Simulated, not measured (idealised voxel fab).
You're looking at the process module voxel self aligned contacts.
Each square cell in cross-section cut measures 5 nm, and the section as a whole is 180 nm wide.
Cross-section = grid of square cells, listed top down in bands; band = one or more rows.
The band entry comprises the height of the band's top followed by the height of its bottom, expressed in nm, and subsequently the band's materials from left to right, each stated together with its width in nm. Where a single material is marked with the word "all across", that material fills the band from edge to edge. The word "empty" represents empty space.
Measure heights from 0. That's the level where, below it, the as-received wafer is all one material. The lowest band is bottomless and extends downward; write it as in "top 0, no bottom".
The expression "30 to 40" gives the width at the extremes of the band, the first number at its top row of cells and the second at its bottom row, with the width changing by equal amounts from each row to the next in between.
Given "stayed the same" for a step, no cell of the cross-section differs between before and after that step.
The list in "Closed internal cavities" covers empty spaces of 8 cells or more that cannot reach the top through any open way, and it gives each as width x height at distance; the distance is from the left edge, and width, height and distance are in nm.
Anything after a step's settings on that line? It's the simulator's own note about the step.
overlay nm: on a step with a mask, how far right of its planned place the mask lay; negative means left.
PLAN
1. RECEIVE, material Si
2. CONFORMAL_DEP, material SiO2, thk nm 5
3. DIRECTIONAL_DEP, material polySi, thk nm 30
4. DIRECTIONAL_DEP, material SiN, thk nm 20
5. MASKED_ETCH, tone cover, mask id GATE, width nm 30, pitch nm 65, etch materials SiN, depth nm 20, overlay nm 0
6. MASKED_ETCH, tone cover, mask id GATE, width nm 30, pitch nm 65, etch materials polySi, depth nm 30, overlay nm 0
7. CONFORMAL_DEP, material SiN, thk nm 10
8. DIRECTIONAL_ETCH, etch materials SiN, depth nm 10
9. FILL_DEP, material SiO2, thk nm 15
10. CMP, height nm 65
11. PATTERN, tone open, mask id CONTACT, material resist, width nm 45, thk nm 20, overlay nm 0
12. DIRECTIONAL_ETCH, etch materials SiO2, depth nm 65
13. STRIP, etch materials resist
14. CONFORMAL_DEP, material TiN, thk nm 5
15. FILL_DEP, material Ru, thk nm 10
16. CMP, height nm 65
17. CONFORMAL_DEP, material SiN, thk nm 5
INCOMING WAFER, CROSS-SECTIONAL VIEW, POST STEP 1
> top 0, no bottom: Si all across
> Closed internal cavities: none
POST-MODULE CROSS-SECTION: IDENTICAL START AND PLAN TO THOSE ABOVE, ONE MISSTEP IN EXECUTION
> top 70, bottom 65: SiN all across
> top 65, bottom 40: 30 of SiO2 / 10 of SiN / 30 of polySi / 10 of SiN / 5 of TiN / 5 of Ru / 5 of TiN / 10 of SiN / 30 of polySi / 10 of SiN / 35 of SiO2
> top 40, bottom 35: 30 of SiO2 / 10 of SiN / 30 of polySi / 10 of SiN / 15 of TiN / 10 of SiN / 30 of polySi / 10 of SiN / 35 of SiO2
> top 35, bottom 5: polySi all across
> top 5, bottom 0: SiO2 all across
> top 0, no bottom: Si all across
> Closed internal cavities: none
It is concluded that the wafer was processed incorrectly with respect to the plan, in that step 3 from the plan got run twice
